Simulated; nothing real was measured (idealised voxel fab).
The process module that follows is named voxel quadruple lines.
The figure presents cross-section cut, which has a width of 300 nm and is divided into square cells with an edge length of 5 nm.
Cross-section = grid of square cells, listed top down in bands; band = one or more rows. A band entry consists of two parts. The first gives the height of the band's top and the height of its bottom, in nm. The rest lists the band's materials from left to right, each with its width in nm. A single material labelled with the word "edge to edge" fills the band from edge to edge, and the word "blank" marks empty space. It should be noted that heights are counted from 0, beneath which the wafer as supplied is of one material throughout, and that the lowest band possesses no lower boundary but continues downward, as written in "0..down". Quick explanation for "30..40": the width changes in equal steps down the rows of cells, from the first number in the band's top row to the second number in its bottom row. "remained unchanged" after a step means that no cell of the cross-section changed. Each empty space that has no open way to the top and spans at least 8 cells appears under "Sealed void listing" as width x height at distance, the distance counted from the left edge, all in nm. Heads up: the bit after the settings on a step's line is the simulator's remark on that step. A step's line can hold "overlay nm"; with a mask on that step, the setting says how far right of the planned place the mask lay, while a negative setting says it lay to the left.

Listed below are the process steps as planned
1. RECEIVE, material Si
2. CONFORMAL_DEP, material Al2O3, thk nm 10
3. DIRECTIONAL_DEP, material W, thk nm 10
4. DIRECTIONAL_DEP, material polySi, thk nm 20
5. DIRECTIONAL_DEP, material aC, thk nm 25
6. PATTERN, tone cover, mask id MANDREL, material resist, width nm 25, pitch nm 80, thk nm 35, overlay nm 0
7. DIRECTIONAL_ETCH, etch materials aC, depth nm 25
8. STRIP, etch materials resist
9. CONFORMAL_DEP, material SiO2, thk nm 15
10. DIRECTIONAL_ETCH, etch materials SiO2, depth nm 15
11. STRIP, etch materials aC
12. DIRECTIONAL_ETCH, etch materials polySi, depth nm 20
13. STRIP, etch materials SiO2
14. CONFORMAL_DEP, material SiN, thk nm 5
15. DIRECTIONAL_ETCH, etch materials SiN, depth nm 5
16. STRIP, etch materials polySi
17. DIRECTIONAL_ETCH, etch materials W, depth nm 10
18. STRIP, etch materials SiN
19. FILL_DEP, material lowk, thk nm 10
20. CMP, height nm 20

Step 1 complete: cross-section of the wafer as received
0..down = Si edge to edge
Sealed void listing: none

Cross-section, first of two wafers, end of module, run as planned
20..10 = 75 nm lowk / 5 nm W / 15 nm lowk / 5 nm W / 15 nm lowk / 5 nm W / 15 nm lowk / 5 nm W / 15 nm lowk / 5 nm W / 15 nm lowk / 5 nm W / 15 nm lowk / 5 nm W / 15 nm lowk / 5 nm W / 80 nm lowk
10..0 = Al2O3 edge to edge
0..down = Si edge to edge
Sealed void listing: none

Cross-section of the latter of the two wafers at module completion. It had an identical start and an identical plan to the former; in running it, one mistake was made
20..10 = 70 nm lowk / 5 nm W / 15 nm lowk / 5 nm W / 25 nm lowk / 5 nm W / 15 nm lowk / 5 nm W / 5 nm lowk / 5 nm W / 15 nm lowk / 5 nm W / 25 nm lowk / 5 nm W / 15 nm lowk / 5 nm W / 75 nm lowk
10..0 = Al2O3 edge to edge
0..down = Si edge to edge
Sealed void listing: none
Heads up, the wafer didn't run the way we planned it: step 6 changed vs plan, executed as PATTERN, tone cover, mask id MANDREL, material resist, width nm 35, pitch nm 80, thk nm 35, overlay nm 0
When the process is done, the second wafer contains the same cell count of every material as the first wafer, but distributed over other locations.
